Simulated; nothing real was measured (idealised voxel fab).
The name of this process module is voxel ribs on slabs.
The cross-section shown here is cut; it is 275 nm wide and divided into square cells measuring 5 nm on a side.
Reading order for cross-sections: top band down to bottom band. Underlying form: a grid of square cells. Band size: one or more rows of cells. This entry defines a band. It first specifies the height of the band's top and the height of its bottom in nm, and then specifies the band's materials from left to right, stating each material with its width in nm. The word "throughout" identifies a single material that fills the band from edge to edge, while the word "empty" identifies empty space. Counting heights begins at 0, where everything beneath is, in the wafer as received, one material. The lowest band has no bottom; it goes on downwards, as "z 0 and below" shows. A width such as "30->40" changes by the same amount from each row of cells to the next, from the band's top row to its bottom row. Reading "remained the same" for a step: not a cell of the cross-section changed in it. Reported under the label "Sealed-off cavities" are the empty spaces having no open way to the top and comprising 8 cells or more; the notation for each is width x height at distance, in which the distance is measured from the left edge and all three values are in nm. It should be noted that, on the line of a given step, the content following the step's settings is a remark produced by the simulator itself with respect to that step. The setting "overlay nm" may be written on the line of a step. When the step uses a mask, the value reports how far to the right of the planned place the mask lay, and a negative value reports that it lay to the left.
## Steps planned for the process
| 1 | RECEIVE (material Si) |
| 2 | DIRECTIONAL_DEP (material SiO2; thk nm 25) |
| 3 | DIRECTIONAL_DEP (material SiN; thk nm 15) |
| 4 | MASKED_ETCH (tone cover; mask id RIB; width nm 25; etch materials SiN; depth nm 5; overlay nm 0) |
| 5 | DIRECTIONAL_DEP (material aC; thk nm 15) |
| 6 | PATTERN (tone cover; mask id SLAB; material resist; width nm 55; thk nm 35; overlay nm 0) |
| 7 | DIRECTIONAL_ETCH (etch materials aC; depth nm 15) |
| 8 | STRIP (etch materials resist) |
| 9 | DIRECTIONAL_ETCH (etch materials SiN; depth nm 10) |
| 10 | STRIP (etch materials aC) |
| 11 | FILL_DEP (material SiO2; thk nm 15) |
| 12 | CMP (height nm 50) |
| 13 | DIRECTIONAL_DEP (material W; thk nm 10) |
| 14 | PATTERN (tone cover; mask id HEATER; material resist; width nm 35; thk nm 20; overlay nm 0) |
| 15 | DIRECTIONAL_ETCH (etch materials W; depth nm 10) |
| 16 | STRIP (etch materials resist) |
| 17 | CONFORMAL_DEP (material SiN; thk nm 10) |
## Cross-section, incoming material, after step 1
* z 0 and below: Si throughout
* Sealed-off cavities: none
## Starting structure and process plan are as shown above, but one mistake was made in running the module; the wafer cross-section at the end of the module follows
* z 70 to 60: 110 of empty | 55 of SiN | 110 of empty
* z 60 to 50: 120 of SiN | 35 of W | 120 of SiN
* z 50 to 15: SiO2 throughout
* z 15 to 0: SiN throughout
* z 0 and below: Si throughout
* Sealed-off cavities: none
What broke from the plan during processing? ran 2 and 3 in swapped order versus the plan
